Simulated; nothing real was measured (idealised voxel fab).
A process module follows: voxel tone inversion.
Square cell edge 5 nm, section width 210 nm, ID cut.
In this document a cross-section is written as a grid of square cells. It is given as a series of bands, listed from the top down, and a band is one or more rows of cells. This entry defines a band. It first specifies the height of the band's top and the height of its bottom in nm, and then specifies the band's materials from left to right, stating each material with its width in nm. The word "all across" identifies a single material that fills the band from edge to edge, while the word "empty" identifies empty space. Note: height 0 marks the level under which the wafer is uniformly one material as received. Lowest band unbounded below, written "0 nm and below". Width: "30->40" (first number = top row, second number = bottom row, same change from row to row of cells). Step marked "no alterations made"? Then no cell in the cross-section changed in it. "Cavities, sealed" specifies each empty space that is not open to the top and that occupies no fewer than 8 cells, using the form width x height at distance, the distance measured from the left edge and all three quantities in nm. That trailing text on a step's line, after the settings, is the simulator's own remark on the step. "overlay nm" denotes, for a step that has a mask, the displacement of the mask to the right of its planned place, with negative values corresponding to the left.

[Below is the list of planned process steps]
1: RECEIVE | material Si
2: CONFORMAL_DEP | material SiCN | thk nm 5
3: DIRECTIONAL_DEP | material polySi | thk nm 25
4: PATTERN | tone cover | mask id POSTS | material resist | width nm 20 | pitch nm 35 | thk nm 35 | overlay nm 0
5: DIRECTIONAL_ETCH | etch materials polySi | depth nm 25
6: STRIP | etch materials resist
7: FILL_DEP | material lowk | thk nm 5
8: CMP | height nm 30
9: STRIP | etch materials polySi

[This is the cross-section of the wafer as we received it, i.e. after step 1]
> 0 nm and below  Si all across
> Cavities, sealed: none

[Run as planned - first of the two wafers cross-sectioned at the end of the module]
> 30 nm to 5 nm  75 lowk / 20 empty / 15 lowk / 20 empty / 80 lowk
> 5 nm to 0 nm  SiCN all across
> 0 nm and below  Si all across
> Cavities, sealed: none

[End-of-module cross-section of the second wafer: identical starting point and process plan to the first, with one processing mistake]
> 30 nm to 25 nm  lowk all across
> 25 nm to 0 nm  75 lowk / 20 polySi / 15 lowk / 20 polySi / 80 lowk
> 0 nm and below  Si all across
> Cavities, sealed: none
What was done differently from what was planned? plan step 2 never ran because it was skipped
Wrapping up, a cell-based count of both wafers puts the second over or under the first for these materials: SiCN -42; lowk +42; polySi +40
